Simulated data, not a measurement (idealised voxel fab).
voxel double patterning: a process module
Shown is cross-section cut, with a width of 295 nm and square cells of size 5 nm.
Reading order for cross-sections: top band down to bottom band. Underlying form: a grid of square cells. Band size: one or more rows of cells. Look at the band entry: it leads with the top's height and the bottom's height in nm. Then it lists the materials left to right, with a width in nm for each. The word "full width" on a single material says that material fills the band edge to edge. The word "empty" is empty space. Height datum 0, below which the as-received substrate wafer is one material. Lowest band open at the bottom, running downward: "top 0, no bottom". The two numbers in a width such as "30..40" mark its ends across the band: the first belongs to the top row of cells, the second to the bottom row, and from each row to the next the width moves by the same amount. "remained the same" means the step left every cell of the cross-section as it was. Sealed void listing: empty space of 8 cells or more with no open way to the top, each as width x height at its distance from the left edge, in nm. It should be noted that, on the line of a given step, the content following the step's settings is a remark produced by the simulator itself with respect to that step. If you see "overlay nm" on a step's line and that step has a mask, it's telling you how far right of where it was planned the mask ended up; a negative number means it went left instead.
# Process steps (planned)
- 1: op RECEIVE | material Si
- 2: op CONFORMAL_DEP | material SiN | thk nm 10
- 3: op DIRECTIONAL_DEP | material SiO2 | thk nm 20
- 4: op DIRECTIONAL_DEP | material SiCN | thk nm 10
- 5: op PATTERN | tone open | mask id FIRST | material resist | width nm 15 | pitch nm 50 | thk nm 15 | overlay nm 0
- 6: op DIRECTIONAL_ETCH | etch materials SiCN | depth nm 10
- 7: op STRIP | etch materials resist
- 8: op DIRECTIONAL_DEP | material aC | thk nm 15
- 9: op PATTERN | tone open | mask id SECOND | material resist | width nm 15 | thk nm 35 | overlay nm 0
- 10: op DIRECTIONAL_ETCH | etch materials aC | depth nm 15
- 11: op STRIP | etch materials resist
- 12: op DIRECTIONAL_ETCH | etch materials SiCN | depth nm 10
- 13: op STRIP | etch materials aC
- 14: op DIRECTIONAL_ETCH | etch materials SiO2 | depth nm 20
- 15: op STRIP | etch materials SiCN
# As-received state of the wafer in cross-section, equivalent to post-step 1
- top 0, no bottom: Si full width
- Sealed void listing: none
# first wafer at the end, as planned
- top 30, bottom 10: SiO2 (115); empty (15); SiO2 (10); empty (15); SiO2 (10); empty (15); SiO2 (115)
- top 10, bottom 0: SiN full width
- top 0, no bottom: Si full width
- Sealed void listing: none
# Here is the second of the two wafers cut open at the end of the module - same start, same plan as the first one, but we made one mistake running it
- top 50, bottom 30: SiO2 (115); empty (15); SiO2 (10); empty (15); SiO2 (10); empty (15); SiO2 (115)
- top 30, bottom 10: SiO2 full width
- top 10, bottom 0: SiN full width
- top 0, no bottom: Si full width
- Sealed void listing: none
Heads up, the wafer didn't run the way we planned it: step 3, plan: ran twice
FYI, end of process, the second wafer has more or fewer cells of some materials than the first: SiO2 +236
